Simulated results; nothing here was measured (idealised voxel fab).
process module | voxel double patterning
cross-section cut | 215 nm wide | cells 5 nm
A cross-section is a grid of square cells, given in bands from the top down. A band is one or more rows of cells.
Each band's line starts with the height of the band's top and of its bottom, in nm. Then come its materials from left to right, each with its width in nm. One material with "throughout" fills the band from edge to edge. "air" is empty space.
Height 0 is the level under which the wafer as received is all one material. The lowest band goes on downwards, as in "0 down".
A width such as "30 to 40" changes by the same amount from each row of cells to the next, from the band's top row to its bottom row.
"no change" after a step means that no cell of the cross-section changed.
closed voids: empty space of 8 cells or more with no open way to the top, each as width x height at its distance from the left edge, in nm
after a step's settings: what the simulator itself notes on the step
overlay nm, on a step with a mask: how far to the right of its planned place the mask lay; to the left if negative
plan
1 op RECEIVE | material Si
2 op CONFORMAL_DEP | material SiO2 | thk nm 10
3 op DIRECTIONAL_DEP | material polySi | thk nm 10
4 op DIRECTIONAL_DEP | material SiN | thk nm 5
5 op DIRECTIONAL_DEP | material aC | thk nm 15
6 op PATTERN | tone open | mask id FIRST | material resist | width nm 15 | pitch nm 50 | thk nm 30 | overlay nm 0
7 op DIRECTIONAL_ETCH | etch materials aC | depth nm 15
8 op STRIP | etch materials resist
9 op DIRECTIONAL_ETCH | etch materials SiN | depth nm 5
10 op STRIP | etch materials aC
11 op MASKED_ETCH | tone open | mask id SECOND | width nm 15 | etch materials SiN | depth nm 5 | overlay nm 0
12 op DIRECTIONAL_ETCH | etch materials polySi | depth nm 10
13 op STRIP | etch materials SiN
as received, after step 1
  0 down: Si throughout
  closed voids: none
a wafer at the end: this start, this plan, one mistake
  20 to 10: polySi 75 | air 30 | polySi 20 | air 15 | polySi 75
  10 to 0: SiO2 throughout
  0 down: Si throughout
  closed voids: none
what went wrong: step 11 ran as: op MASKED_ETCH | tone open | mask id SECOND | width nm 15 | etch materials SiN | depth nm 5 | overlay nm -10
